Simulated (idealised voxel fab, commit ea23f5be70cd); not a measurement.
process module | voxel gate over fins
cross-section cut | 225 nm wide | cells 5 nm
A cross-section is a grid of square cells, given in bands from the top down. A band is one or more rows of cells.
Each band's line starts with the height of the band's top and of its bottom, in nm. Then come its materials from left to right, each with its width in nm. One material with "throughout" fills the band from edge to edge. "air" is empty space.
Height 0 is the level under which the wafer as received is all one material. The lowest band goes on downwards, as in "0 down".
A width such as "30 to 40" changes by the same amount from each row of cells to the next, from the band's top row to its bottom row.
"no change" after a step means that no cell of the cross-section changed.
closed voids: empty space of 8 cells or more with no open way to the top, each as width x height at its distance from the left edge, in nm
after a step's settings: what the simulator itself notes on the step
overlay nm, on a step with a mask: how far to the right of its planned place the mask lay; to the left if negative
plan
1 op RECEIVE | material Si
2 op CONFORMAL_DEP | material SiN | thk nm 10
3 op PATTERN | tone cover | mask id FINS | material resist | width nm 15 | pitch nm 45 | thk nm 15 | overlay nm 0
4 op DIRECTIONAL_ETCH | etch materials SiN | depth nm 10
5 op DIRECTIONAL_ETCH | etch materials Si | depth nm 30
6 op STRIP | etch materials resist
7 op OXIDIZE | depth nm 5
8 op FILL_DEP | material SiO2 | thk nm 5
9 op CMP | height nm 10
10 op SELECTIVE_ETCH | etch materials SiO2 | depth nm 25
11 op STRIP | etch materials SiN
12 op CONFORMAL_DEP | material HfO2 | thk nm 5
13 op CONFORMAL_DEP | material TiN | thk nm 5
14 op CONFORMAL_DEP | material TiAl | thk nm 5
15 op CONFORMAL_DEP | material TiN | thk nm 5
16 op FILL_DEP | material W | thk nm 10
17 op CMP | height nm 25
18 op CONFORMAL_DEP | material SiCN | thk nm 5
as received, after step 1
  0 down: Si throughout
  closed voids: none
first wafer at the end, as planned
  30 to 25: SiCN throughout
  25 to 20: W throughout
  20 to 15: W 65 | TiN 90 | W 70
  15 to 10: W 65 | TiN 5 | TiAl 35 | TiN 10 | TiAl 35 | TiN 5 | W 70
  10 to 5: W 65 | TiN 5 | TiAl 5 | TiN 25 | TiAl 5 | TiN 10 | TiAl 5 | TiN 25 | TiAl 5 | TiN 5 | W 70
  5 to 0: TiN 70 | TiAl 5 | TiN 5 | HfO2 15 | TiN 5 | TiAl 5 | TiN 10 | TiAl 5 | TiN 5 | HfO2 15 | TiN 5 | TiAl 5 | TiN 75
  0 to -5: TiAl 75 | TiN 5 | HfO2 5 | Si 5 | HfO2 5 | TiN 5 | TiAl 20 | TiN 5 | HfO2 5 | Si 5 | HfO2 5 | TiN 5 | TiAl 80
  -5 to -10: TiN 80 | HfO2 5 | Si 5 | HfO2 5 | TiN 30 | HfO2 5 | Si 5 | HfO2 5 | TiN 85
  -10 to -15: HfO2 85 | Si 5 | HfO2 40 | Si 5 | HfO2 90
  -15 to -35: SiO2 85 | Si 5 | SiO2 40 | Si 5 | SiO2 90
  -35 down: Si throughout
  closed voids: none
second wafer at the end: like start, like plan, one mistake
  30 to 25: SiCN throughout
  25 to 15: W throughout
  15 to 10: W 70 | TiN 35 | W 10 | TiN 35 | W 75
  10 to 5: W 70 | TiN 5 | TiAl 25 | TiN 5 | W 10 | TiN 5 | TiAl 25 | TiN 5 | W 75
  5 to 0: W 70 | TiN 5 | TiAl 5 | TiN 15 | TiAl 5 | TiN 5 | W 10 | TiN 5 | TiAl 5 | TiN 15 | TiAl 5 | TiN 5 | W 75
  0 to -5: TiN 75 | TiAl 5 | TiN 5 | Si 5 | TiN 5 | TiAl 5 | TiN 20 | TiAl 5 | TiN 5 | Si 5 | TiN 5 | TiAl 5 | TiN 80
  -5 to -10: TiAl 80 | TiN 5 | Si 5 | TiN 5 | TiAl 30 | TiN 5 | Si 5 | TiN 5 | TiAl 85
  -10 to -15: TiN 85 | Si 5 | TiN 40 | Si 5 | TiN 90
  -15 to -35: SiO2 85 | Si 5 | SiO2 40 | Si 5 | SiO2 90
  -35 down: Si throughout
  closed voids: none
what went wrong: step 12 was left out
at the end the second wafer has, in cells: 57 fewer of HfO2 | 57 more of W
